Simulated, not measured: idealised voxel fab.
The following process module bears the name voxel spacer lines.
The width of the displayed cross-section, cut, is 225 nm; its cells are square, with a size of 5 nm.
In this document a cross-section is written as a grid of square cells. It is given as a series of bands, listed from the top down, and a band is one or more rows of cells. Band: top and bottom heights (nm) first, top before bottom; then materials from left to right, widths in nm. "throughout" marks a sole material filling the band edge to edge. "air" denotes empty space. Convention: height 0 is the level below which the wafer, as received, is all one material. The lowest band does not terminate at the bottom but continues downward, represented as "0 -> down". The width entry "30..40" should be interpreted row by row: the top row of cells in the band takes the first number, the bottom row takes the second number, and the change between adjacent rows is uniform throughout. Step note "no alteration" = no cross-section cell changed. You'll see "Closed-off voids" listing empty spaces that have no way open to the top, as long as they're 8 cells or more; the notation is width x height at distance, where the distance is from the left edge, and all of it is in nm. Past the settings on a step's line: simulator remark, on that step. The "overlay nm" setting may appear on a step's line; for a step that uses a mask, it gives how far to the right of its planned position the mask lay, and a negative value indicates the left.
[Planned process steps]
1 RECEIVE, material Si
2 CONFORMAL_DEP, material Al2O3, thk nm 5
3 DIRECTIONAL_DEP, material polySi, thk nm 20
4 DIRECTIONAL_DEP, material aC, thk nm 20
5 PATTERN, tone cover, mask id MANDREL, material resist, width nm 20, pitch nm 70, thk nm 25, overlay nm 0
6 DIRECTIONAL_ETCH, etch materials aC, depth nm 20
7 STRIP, etch materials resist
8 CONFORMAL_DEP, material SiN, thk nm 15
9 DIRECTIONAL_ETCH, etch materials SiN, depth nm 15
10 STRIP, etch materials aC
11 DIRECTIONAL_ETCH, etch materials polySi, depth nm 20
12 STRIP, etch materials SiN
[Incoming wafer, cross-sectional view, post step 1]
0 -> down: Si throughout
Closed-off voids: none
[The module was run from the start shown above using the plan shown above, but one mistake was made doing it; the resulting wafer cross-section is below]
25 -> 5: air (30), polySi (20), air (50), polySi (20), air (50), polySi (20), air (35)
5 -> 0: Al2O3 throughout
0 -> down: Si throughout
Closed-off voids: none
Plan not followed: step 5, actual vs plan mismatch, actual run PATTERN, tone open, mask id MANDREL, material resist, width nm 20, pitch nm 70, thk nm 25, overlay nm 0
